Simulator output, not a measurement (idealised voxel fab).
process module | voxel self aligned vias
Section shown: cut. Width: 200 nm. Cell size: 5 nm, square.
Cross-section layout: square cells on a grid; listed as bands, top to bottom; a band spans one or more cell rows.
Read a band's entry like this: the first values are the height of its top and the height of its bottom in nm, and what follows is the sequence of materials from left to right, each with its width in nm. Note that "blank" is empty space, and that a single material marked "edge to edge" reaches across the band from edge to edge.
Note: height 0 marks the level under which the wafer is uniformly one material as received. Lowest band unbounded below, written "top 0, no bottom".
The width entry "30->40" should be interpreted row by row: the top row of cells in the band takes the first number, the bottom row takes the second number, and the change between adjacent rows is uniform throughout.
The cross-section has no changed cell in any step marked "identical to before".
Enclosed voids (no open way to top), threshold 8 cells or more, entry "Voids, sealed", notation width x height at distance, distance from left edge, nm.
Step line, after settings: the simulator's comment on this step.
overlay nm: on a step with a mask, how far right of its planned place the mask lay; negative means left.

[So here's the lineup of process steps we planned]
- 1: op RECEIVE | material Si
- 2: op CONFORMAL_DEP | material SiO2 | thk nm 15
- 3: op CONFORMAL_DEP | material SiCN | thk nm 5
- 4: op DIRECTIONAL_DEP | material SiO2 | thk nm 20
- 5: op DIRECTIONAL_DEP | material aC | thk nm 10
- 6: op PATTERN | tone open | mask id LINES | material resist | width nm 20 | pitch nm 65 | thk nm 25 | overlay nm 0
- 7: op DIRECTIONAL_ETCH | etch materials aC | depth nm 10
- 8: op STRIP | etch materials resist
- 9: op DIRECTIONAL_ETCH | etch materials SiO2 | depth nm 20
- 10: op STRIP | etch materials aC
- 11: op CONFORMAL_DEP | material TiN | thk nm 5
- 12: op FILL_DEP | material Ru | thk nm 5
- 13: op CMP | height nm 40
- 14: op SELECTIVE_ETCH | etch materials W Ru TiN | depth nm 10
- 15: op FILL_DEP | material SiN | thk nm 5
- 16: op CMP | height nm 40
- 17: op DIRECTIONAL_DEP | material SiO2 | thk nm 20
- 18: op PATTERN | tone open | mask id VIAS | material resist | width nm 40 | pitch nm 65 | thk nm 20 | overlay nm 0
- 19: op DIRECTIONAL_ETCH | etch materials SiO2 | depth nm 20
- 20: op DIRECTIONAL_ETCH | etch materials SiN | depth nm 10
- 21: op STRIP | etch materials resist
- 22: op CONFORMAL_DEP | material TiN | thk nm 5
- 23: op FILL_DEP | material W | thk nm 10
- 24: op CMP | height nm 60
- 25: op CONFORMAL_DEP | material SiN | thk nm 5

[Concerning the first of two wafers, which was run in accordance with the plan]

[Wafer at receipt (post step 1), cross-section]
	top 0, no bottom | Si edge to edge
	Voids, sealed: none

[Presented here is a cross-section of the wafer after step 2 has been performed]
	top 15, bottom 0 | SiO2 edge to edge
	Anything lower than 0 is untouched.

[Presented here is a cross-section of the wafer after step 3 has been performed]
	top 20, bottom 15 | SiCN edge to edge
	Anything lower than 15 is untouched.

[Presented here is a cross-section of the wafer after step 4 has been performed]
	top 40, bottom 20 | SiO2 edge to edge
	Anything lower than 20 is untouched.

[Presented here is a cross-section of the wafer after step 5 has been performed]
	top 50, bottom 40 | aC edge to edge
	Anything lower than 40 is untouched.

[Presented here is a cross-section of the wafer after step 6 has been performed]
	top 75, bottom 50 | resist: 55  blank: 20  resist: 45  blank: 20  resist: 60
	Anything lower than 50 is untouched.

[Presented here is a cross-section of the wafer after step 7 has been performed]
	top 65, bottom 50 | resist: 55  blank: 20  resist: 45  blank: 20  resist: 60
	top 50, bottom 40 | aC: 55  blank: 20  aC: 45  blank: 20  aC: 60
	Anything lower than 40 is untouched.

[Presented here is a cross-section of the wafer after step 8 has been performed]
	top 50, bottom 40 | aC: 55  blank: 20  aC: 45  blank: 20  aC: 60
	Anything lower than 40 is untouched.

[Presented here is a cross-section of the wafer after step 9 has been performed]
	top 50, bottom 40 | aC: 55  blank: 20  aC: 45  blank: 20  aC: 60
	top 40, bottom 20 | SiO2: 55  blank: 20  SiO2: 45  blank: 20  SiO2: 60
	Anything lower than 20 is untouched.

[Presented here is a cross-section of the wafer after step 10 has been performed]
	top 40, bottom 20 | SiO2: 55  blank: 20  SiO2: 45  blank: 20  SiO2: 60
	Anything lower than 20 is untouched.

[Presented here is a cross-section of the wafer after step 11 has been performed]
	top 45, bottom 40 | TiN: 60  blank: 10  TiN: 55  blank: 10  TiN: 65
	top 40, bottom 25 | SiO2: 55  TiN: 5  blank: 10  TiN: 5  SiO2: 45  TiN: 5  blank: 10  TiN: 5  SiO2: 60
	top 25, bottom 20 | SiO2: 55  TiN: 20  SiO2: 45  TiN: 20  SiO2: 60
	Anything lower than 20 is untouched.

[Presented here is a cross-section of the wafer after step 12 has been performed]
	top 50, bottom 45 | Ru edge to edge
	top 45, bottom 40 | TiN: 60  Ru: 10  TiN: 55  Ru: 10  TiN: 65
	top 40, bottom 25 | SiO2: 55  TiN: 5  Ru: 10  TiN: 5  SiO2: 45  TiN: 5  Ru: 10  TiN: 5  SiO2: 60
	Anything lower than 25 is untouched.

[Presented here is a cross-section of the wafer after step 13 has been performed]
	top 40, bottom 25 | SiO2: 55  TiN: 5  Ru: 10  TiN: 5  SiO2: 45  TiN: 5  Ru: 10  TiN: 5  SiO2: 60
	Anything lower than 25 is untouched.

[Presented here is a cross-section of the wafer after step 14 has been performed]
	top 40, bottom 30 | SiO2: 55  blank: 20  SiO2: 45  blank: 20  SiO2: 60
	Anything lower than 30 is untouched.

[Presented here is a cross-section of the wafer after step 15 has been performed]
	top 45, bottom 40 | SiN edge to edge
	top 40, bottom 30 | SiO2: 55  SiN: 20  SiO2: 45  SiN: 20  SiO2: 60
	Anything lower than 30 is untouched.

[Presented here is a cross-section of the wafer after step 16 has been performed]
	top 40, bottom 30 | SiO2: 55  SiN: 20  SiO2: 45  SiN: 20  SiO2: 60
	Anything lower than 30 is untouched.

[Presented here is a cross-section of the wafer after step 17 has been performed]
	top 60, bottom 40 | SiO2 edge to edge
	Anything lower than 40 is untouched.

[Presented here is a cross-section of the wafer after step 18 has been performed]
	top 80, bottom 60 | resist: 45  blank: 40  resist: 25  blank: 40  resist: 50
	Anything lower than 60 is untouched.

[Presented here is a cross-section of the wafer after step 19 has been performed]
	top 80, bottom 60 | resist: 45  blank: 40  resist: 25  blank: 40  resist: 50
	top 60, bottom 40 | SiO2: 45  blank: 40  SiO2: 25  blank: 40  SiO2: 50
	Anything lower than 40 is untouched.

[Presented here is a cross-section of the wafer after step 20 has been performed]
	top 80, bottom 60 | resist: 45  blank: 40  resist: 25  blank: 40  resist: 50
	top 60, bottom 40 | SiO2: 45  blank: 40  SiO2: 25  blank: 40  SiO2: 50
	top 40, bottom 30 | SiO2: 55  blank: 20  SiO2: 45  blank: 20  SiO2: 60
	Anything lower than 30 is untouched.

[Presented here is a cross-section of the wafer after step 21 has been performed]
	top 60, bottom 40 | SiO2: 45  blank: 40  SiO2: 25  blank: 40  SiO2: 50
	Anything lower than 40 is untouched.

[Presented here is a cross-section of the wafer after step 22 has been performed]
	top 65, bottom 60 | TiN: 50  blank: 30  TiN: 35  blank: 30  TiN: 55
	top 60, bottom 45 | SiO2: 45  TiN: 5  blank: 30  TiN: 5  SiO2: 25  TiN: 5  blank: 30  TiN: 5  SiO2: 50
	top 45, bottom 35 | SiO2: 45->55  TiN: 15->5  blank: 10  TiN: 15->5  SiO2: 25->45  TiN: 15->5  blank: 10  TiN: 15->5  SiO2: 50->60
	top 35, bottom 30 | SiO2: 55  TiN: 20  SiO2: 45  TiN: 20  SiO2: 60
	Anything lower than 30 is untouched.

[Presented here is a cross-section of the wafer after step 23 has been performed]
	top 75, bottom 65 | W edge to edge
	top 65, bottom 60 | TiN: 50  W: 30  TiN: 35  W: 30  TiN: 55
	top 60, bottom 45 | SiO2: 45  TiN: 5  W: 30  TiN: 5  SiO2: 25  TiN: 5  W: 30  TiN: 5  SiO2: 50
	top 45, bottom 35 | SiO2: 45->55  TiN: 15->5  W: 10  TiN: 15->5  SiO2: 25->45  TiN: 15->5  W: 10  TiN: 15->5  SiO2: 50->60
	Anything lower than 35 is untouched.

[Presented here is a cross-section of the wafer after step 24 has been performed]
	top 60, bottom 45 | SiO2: 45  TiN: 5  W: 30  TiN: 5  SiO2: 25  TiN: 5  W: 30  TiN: 5  SiO2: 50
	Anything lower than 45 is untouched.

[Presented here is a cross-section of the wafer after step 25 has been performed]
	top 65, bottom 60 | SiN edge to edge
	Anything lower than 60 is untouched.

[Wafer two: like wafer one in start and plan, but with one mistake in execution; identical up to and including step 5]

[Second wafer at the planned finish of step 6, seen in cross-section]
	top 75, bottom 50 | resist: 65  blank: 20  resist: 45  blank: 20  resist: 50
	Anything lower than 50 is untouched.

[Second wafer at the planned finish of step 7, seen in cross-section]
	top 65, bottom 50 | resist: 65  blank: 20  resist: 45  blank: 20  resist: 50
	top 50, bottom 40 | aC: 65  blank: 20  aC: 45  blank: 20  aC: 50
	Anything lower than 40 is untouched.

[Second wafer at the planned finish of step 8, seen in cross-section]
	top 50, bottom 40 | aC: 65  blank: 20  aC: 45  blank: 20  aC: 50
	Anything lower than 40 is untouched.

[Second wafer at the planned finish of step 9, seen in cross-section]
	top 50, bottom 40 | aC: 65  blank: 20  aC: 45  blank: 20  aC: 50
	top 40, bottom 20 | SiO2: 65  blank: 20  SiO2: 45  blank: 20  SiO2: 50
	Anything lower than 20 is untouched.

[Second wafer at the planned finish of step 10, seen in cross-section]
	top 40, bottom 20 | SiO2: 65  blank: 20  SiO2: 45  blank: 20  SiO2: 50
	Anything lower than 20 is untouched.

[Second wafer at the planned finish of step 11, seen in cross-section]
	top 45, bottom 40 | TiN: 70  blank: 10  TiN: 55  blank: 10  TiN: 55
	top 40, bottom 25 | SiO2: 65  TiN: 5  blank: 10  TiN: 5  SiO2: 45  TiN: 5  blank: 10  TiN: 5  SiO2: 50
	top 25, bottom 20 | SiO2: 65  TiN: 20  SiO2: 45  TiN: 20  SiO2: 50
	Anything lower than 20 is untouched.

[Second wafer at the planned finish of step 12, seen in cross-section]
	top 50, bottom 45 | Ru edge to edge
	top 45, bottom 40 | TiN: 70  Ru: 10  TiN: 55  Ru: 10  TiN: 55
	top 40, bottom 25 | SiO2: 65  TiN: 5  Ru: 10  TiN: 5  SiO2: 45  TiN: 5  Ru: 10  TiN: 5  SiO2: 50
	Anything lower than 25 is untouched.

[Second wafer at the planned finish of step 13, seen in cross-section]
	top 40, bottom 25 | SiO2: 65  TiN: 5  Ru: 10  TiN: 5  SiO2: 45  TiN: 5  Ru: 10  TiN: 5  SiO2: 50
	Anything lower than 25 is untouched.

[Second wafer at the planned finish of step 14, seen in cross-section]
	top 40, bottom 30 | SiO2: 65  blank: 20  SiO2: 45  blank: 20  SiO2: 50
	Anything lower than 30 is untouched.

[Second wafer at the planned finish of step 15, seen in cross-section]
	top 45, bottom 40 | SiN edge to edge
	top 40, bottom 30 | SiO2: 65  SiN: 20  SiO2: 45  SiN: 20  SiO2: 50
	Anything lower than 30 is untouched.

[Second wafer at the planned finish of step 16, seen in cross-section]
	top 40, bottom 30 | SiO2: 65  SiN: 20  SiO2: 45  SiN: 20  SiO2: 50
	Anything lower than 30 is untouched.

[Second wafer at the planned finish of step 17, seen in cross-section]
	top 60, bottom 40 | SiO2 edge to edge
	Anything lower than 40 is untouched.

[Second wafer at the planned finish of step 18, seen in cross-section]
	top 80, bottom 60 | resist: 45  blank: 40  resist: 25  blank: 40  resist: 50
	Anything lower than 60 is untouched.

[Second wafer at the planned finish of step 19, seen in cross-section]
	top 80, bottom 60 | resist: 45  blank: 40  resist: 25  blank: 40  resist: 50
	top 60, bottom 40 | SiO2: 45  blank: 40  SiO2: 25  blank: 40  SiO2: 50
	Anything lower than 40 is untouched.

[Second wafer at the planned finish of step 20, seen in cross-section]
	top 80, bottom 60 | resist: 45  blank: 40  resist: 25  blank: 40  resist: 50
	top 60, bottom 40 | SiO2: 45  blank: 40  SiO2: 25  blank: 40  SiO2: 50
	top 40, bottom 30 | SiO2: 65  blank: 20  SiO2: 45  blank: 20  SiO2: 50
	Anything lower than 30 is untouched.

[Second wafer at the planned finish of step 21, seen in cross-section]
	top 60, bottom 40 | SiO2: 45  blank: 40  SiO2: 25  blank: 40  SiO2: 50
	Anything lower than 40 is untouched.

[Second wafer at the planned finish of step 22, seen in cross-section]
	top 65, bottom 60 | TiN: 50  blank: 30  TiN: 35  blank: 30  TiN: 55
	top 60, bottom 45 | SiO2: 45  TiN: 5  blank: 30  TiN: 5  SiO2: 25  TiN: 5  blank: 30  TiN: 5  SiO2: 50
	top 45, bottom 35 | SiO2: 45->65  TiN: 25->5  blank: 10  TiN: 5  SiO2: 25->45  TiN: 25->5  blank: 10  TiN: 5  SiO2: 50
	top 35, bottom 30 | SiO2: 65  TiN: 20  SiO2: 45  TiN: 20  SiO2: 50
	Anything lower than 30 is untouched.

[Second wafer at the planned finish of step 23, seen in cross-section]
	top 75, bottom 65 | W edge to edge
	top 65, bottom 60 | TiN: 50  W: 30  TiN: 35  W: 30  TiN: 55
	top 60, bottom 45 | SiO2: 45  TiN: 5  W: 30  TiN: 5  SiO2: 25  TiN: 5  W: 30  TiN: 5  SiO2: 50
	top 45, bottom 35 | SiO2: 45->65  TiN: 25->5  W: 10  TiN: 5  SiO2: 25->45  TiN: 25->5  W: 10  TiN: 5  SiO2: 50
	Anything lower than 35 is untouched.

[Second wafer at the planned finish of step 24, seen in cross-section]
	top 60, bottom 45 | SiO2: 45  TiN: 5  W: 30  TiN: 5  SiO2: 25  TiN: 5  W: 30  TiN: 5  SiO2: 50
	Anything lower than 45 is untouched.

[Second wafer at the planned finish of step 25, seen in cross-section]
	top 65, bottom 60 | SiN edge to edge
	Anything lower than 60 is untouched.
Plan not followed: step 6 ran with different settings than intended, the actual operation and settings being op PATTERN | tone open | mask id LINES | material resist | width nm 20 | pitch nm 65 | thk nm 25 | overlay nm 10
At the end, the second wafer has the same number of cells of each material as the first, but those cells sit in other places.
